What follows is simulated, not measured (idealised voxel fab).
This is a process module. Its name is voxel tone inversion.
Cross-section cut: width 290 nm, square cells of 5 nm.
Think of the cross-section as a grid of square cells. We describe it in bands, top to bottom, and each band covers one or more rows of those cells. The band entry comprises the height of the band's top followed by the height of its bottom, expressed in nm, and subsequently the band's materials from left to right, each stated together with its width in nm. Where a single material is marked with the word "edge to edge", that material fills the band from edge to edge. The word "empty" represents empty space. Zero point of the height axis is 0; under it, received wafer = one material. Lowest band: continues down indefinitely, "0 down". So if you see something like "30->40" for the width, read it as the top row of the band sitting at the first number and the bottom row at the second, with every row in between moving by the same amount as the last. Where a step carries "stayed the same", the cross-section came out of it unchanged, cell for cell. The entry titled "Fully enclosed voids" provides the empty spaces that have no open way to the top, restricted to those of 8 cells or more. Each is presented as width x height at distance, the distance being measured from the left edge, with all three in nm. Where a step's line continues beyond its settings, the continuation is a remark by the simulator itself on that step. If you see "overlay nm" on a step's line and that step has a mask, it's telling you how far right of where it was planned the mask ended up; a negative number means it went left instead.

## plan
1 op RECEIVE | material Si
2 op CONFORMAL_DEP | material SiCN | thk nm 10
3 op DIRECTIONAL_DEP | material polySi | thk nm 15
4 op PATTERN | tone cover | mask id POSTS | material resist | width nm 25 | pitch nm 45 | thk nm 25 | overlay nm 0
5 op DIRECTIONAL_ETCH | etch materials polySi | depth nm 15
6 op STRIP | etch materials resist
7 op FILL_DEP | material lowk | thk nm 5
8 op CMP | height nm 25
9 op STRIP | etch materials polySi

## Of two wafers, the first: run according to plan

## Cross-section, incoming material, after step 1
> 0 down | Si edge to edge
> Fully enclosed voids: none

## Cross-section through the wafer, step 2 finished
> 10 to 0 | SiCN edge to edge
> Lower than 0, everything is as it was.

## Cross-section through the wafer, step 3 finished
> 25 to 10 | polySi edge to edge
> Lower than 10, everything is as it was.

## Cross-section through the wafer, step 4 finished
> 50 to 25 | empty 65 nm / resist 25 nm / empty 20 nm / resist 25 nm / empty 20 nm / resist 25 nm / empty 20 nm / resist 25 nm / empty 65 nm
> Lower than 25, everything is as it was.

## Cross-section through the wafer, step 5 finished
> 50 to 25 | empty 65 nm / resist 25 nm / empty 20 nm / resist 25 nm / empty 20 nm / resist 25 nm / empty 20 nm / resist 25 nm / empty 65 nm
> 25 to 10 | empty 65 nm / polySi 25 nm / empty 20 nm / polySi 25 nm / empty 20 nm / polySi 25 nm / empty 20 nm / polySi 25 nm / empty 65 nm
> Lower than 10, everything is as it was.

## Cross-section through the wafer, step 6 finished
> 25 to 10 | empty 65 nm / polySi 25 nm / empty 20 nm / polySi 25 nm / empty 20 nm / polySi 25 nm / empty 20 nm / polySi 25 nm / empty 65 nm
> Lower than 10, everything is as it was.

## Cross-section through the wafer, step 7 finished
> 30 to 25 | lowk edge to edge
> 25 to 10 | lowk 65 nm / polySi 25 nm / lowk 20 nm / polySi 25 nm / lowk 20 nm / polySi 25 nm / lowk 20 nm / polySi 25 nm / lowk 65 nm
> Lower than 10, everything is as it was.

## Cross-section through the wafer, step 8 finished
> 25 to 10 | lowk 65 nm / polySi 25 nm / lowk 20 nm / polySi 25 nm / lowk 20 nm / polySi 25 nm / lowk 20 nm / polySi 25 nm / lowk 65 nm
> Lower than 10, everything is as it was.

## Cross-section through the wafer, step 9 finished
> 25 to 10 | lowk 65 nm / empty 25 nm / lowk 20 nm / empty 25 nm / lowk 20 nm / empty 25 nm / lowk 20 nm / empty 25 nm / lowk 65 nm
> Lower than 10, everything is as it was.

## It is to be noted that the second wafer proceeded from the same initial state and according to the same plan as the first, although one mistake was committed in its execution; through step 3, inclusive, the two wafers share an identical history

## Second wafer, cut view, end of step 4 per plan
> 50 to 25 | resist 65 nm / empty 25 nm / resist 20 nm / empty 25 nm / resist 20 nm / empty 25 nm / resist 20 nm / empty 25 nm / resist 65 nm
> Lower than 25, everything is as it was.

## Second wafer, cut view, end of step 5 per plan
> 50 to 25 | resist 65 nm / empty 25 nm / resist 20 nm / empty 25 nm / resist 20 nm / empty 25 nm / resist 20 nm / empty 25 nm / resist 65 nm
> 25 to 10 | polySi 65 nm / empty 25 nm / polySi 20 nm / empty 25 nm / polySi 20 nm / empty 25 nm / polySi 20 nm / empty 25 nm / polySi 65 nm
> Lower than 10, everything is as it was.

## Second wafer, cut view, end of step 6 per plan
> 25 to 10 | polySi 65 nm / empty 25 nm / polySi 20 nm / empty 25 nm / polySi 20 nm / empty 25 nm / polySi 20 nm / empty 25 nm / polySi 65 nm
> Lower than 10, everything is as it was.

## Second wafer, cut view, end of step 7 per plan
> 30 to 25 | lowk edge to edge
> 25 to 10 | polySi 65 nm / lowk 25 nm / polySi 20 nm / lowk 25 nm / polySi 20 nm / lowk 25 nm / polySi 20 nm / lowk 25 nm / polySi 65 nm
> Lower than 10, everything is as it was.

## Second wafer, cut view, end of step 8 per plan
> 25 to 10 | polySi 65 nm / lowk 25 nm / polySi 20 nm / lowk 25 nm / polySi 20 nm / lowk 25 nm / polySi 20 nm / lowk 25 nm / polySi 65 nm
> Lower than 10, everything is as it was.

## Second wafer, cut view, end of step 9 per plan
> 25 to 10 | empty 65 nm / lowk 25 nm / empty 20 nm / lowk 25 nm / empty 20 nm / lowk 25 nm / empty 20 nm / lowk 25 nm / empty 65 nm
> Lower than 10, everything is as it was.
Deviation noted in wafer processing: contrary to plan, step 4 was performed as op PATTERN | tone open | mask id POSTS | material resist | width nm 25 | pitch nm 45 | thk nm 25 | overlay nm 0
Count the cells at the end and the second wafer has more or fewer of some materials than the first: lowk -54
